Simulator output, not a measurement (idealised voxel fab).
The name of this process module is voxel fin reveal.
The width of the displayed cross-section, cut, is 235 nm; its cells are square, with a size of 5 nm.
Cross-section layout: square cells on a grid; listed as bands, top to bottom; a band spans one or more cell rows. A band entry consists of two parts. The first gives the height of the band's top and the height of its bottom, in nm. The rest lists the band's materials from left to right, each with its width in nm. A single material labelled with the word "all across" fills the band from edge to edge, and the word "empty" marks empty space. Height reference: 0 = level under which incoming wafer is all one material. Lowest band: no bottom, runs on downward, e.g. "0..down". Quick explanation for "30->40": the width changes in equal steps down the rows of cells, from the first number in the band's top row to the second number in its bottom row. "no modifications", as given for a step, is the statement that not any cell of the cross-section underwent a change during that step. If an empty space has no open way to the top and is at least 8 cells in size, "Fully closed voids" lists it, written width x height at distance, where distance is measured from the left edge and every value is in nm. after a step's settings: what the simulator itself notes on the step. A step's line can hold "overlay nm"; with a mask on that step, the setting says how far right of the planned place the mask lay, while a negative setting says it lay to the left.

Set out below are the planned steps of the process:
step 1: op RECEIVE | material Si
step 2: op CONFORMAL_DEP | material SiN | thk nm 5
step 3: op PATTERN | tone cover | mask id FINS | material resist | width nm 15 | pitch nm 40 | thk nm 20 | overlay nm 0
step 4: op DIRECTIONAL_ETCH | etch materials SiN | depth nm 5
step 5: op DIRECTIONAL_ETCH | etch materials Si | depth nm 40
step 6: op STRIP | etch materials resist
step 7: op FILL_DEP | material SiO2 | thk nm 10
step 8: op CMP | height nm 5
step 9: op SELECTIVE_ETCH | etch materials SiO2 | depth nm 30
step 10: op STRIP | etch materials SiN
step 11: op CONFORMAL_DEP | material SiO2 | thk nm 5

Cross-section of the incoming wafer, state after step 1:
    0..down: Si all across
    Fully closed voids: none

Cross-section: first of two wafers, module finished, run according to plan:
    5..0: empty: 45, then SiO2: 25, then empty: 15, then SiO2: 25, then empty: 15, then SiO2: 25, then empty: 15, then SiO2: 25, then empty: 45
    0..-20: empty: 45, then SiO2: 5, then Si: 15, then SiO2: 5, then empty: 15, then SiO2: 5, then Si: 15, then SiO2: 5, then empty: 15, then SiO2: 5, then Si: 15, then SiO2: 5, then empty: 15, then SiO2: 5, then Si: 15, then SiO2: 5, then empty: 45
    -20..-40: SiO2: 50, then Si: 15, then SiO2: 25, then Si: 15, then SiO2: 25, then Si: 15, then SiO2: 25, then Si: 15, then SiO2: 50
    -40..down: Si all across
    Fully closed voids: none

End-of-module cross-section of the second wafer: identical starting point and process plan to the first, with one processing mistake:
    5..0: SiO2: 55, then empty: 5, then SiO2: 35, then empty: 5, then SiO2: 35, then empty: 5, then SiO2: 35, then empty: 5, then SiO2: 55
    0..-20: Si: 50, then SiO2: 5, then empty: 5, then SiO2: 5, then Si: 25, then SiO2: 5, then empty: 5, then SiO2: 5, then Si: 25, then SiO2: 5, then empty: 5, then SiO2: 5, then Si: 25, then SiO2: 5, then empty: 5, then SiO2: 5, then Si: 50
    -20..-40: Si: 50, then SiO2: 15, then Si: 25, then SiO2: 15, then Si: 25, then SiO2: 15, then Si: 25, then SiO2: 15, then Si: 50
    -40..down: Si all across
    Fully closed voids: none
Diagnosis: so step 3 ended up running with a different setting than we planned, it ran as op PATTERN | tone open | mask id FINS | material resist | width nm 15 | pitch nm 40 | thk nm 20 | overlay nm 0
Counted in cells at the end, the second wafer holds more or fewer of these materials than the first: 184 more of Si | 69 fewer of SiO2
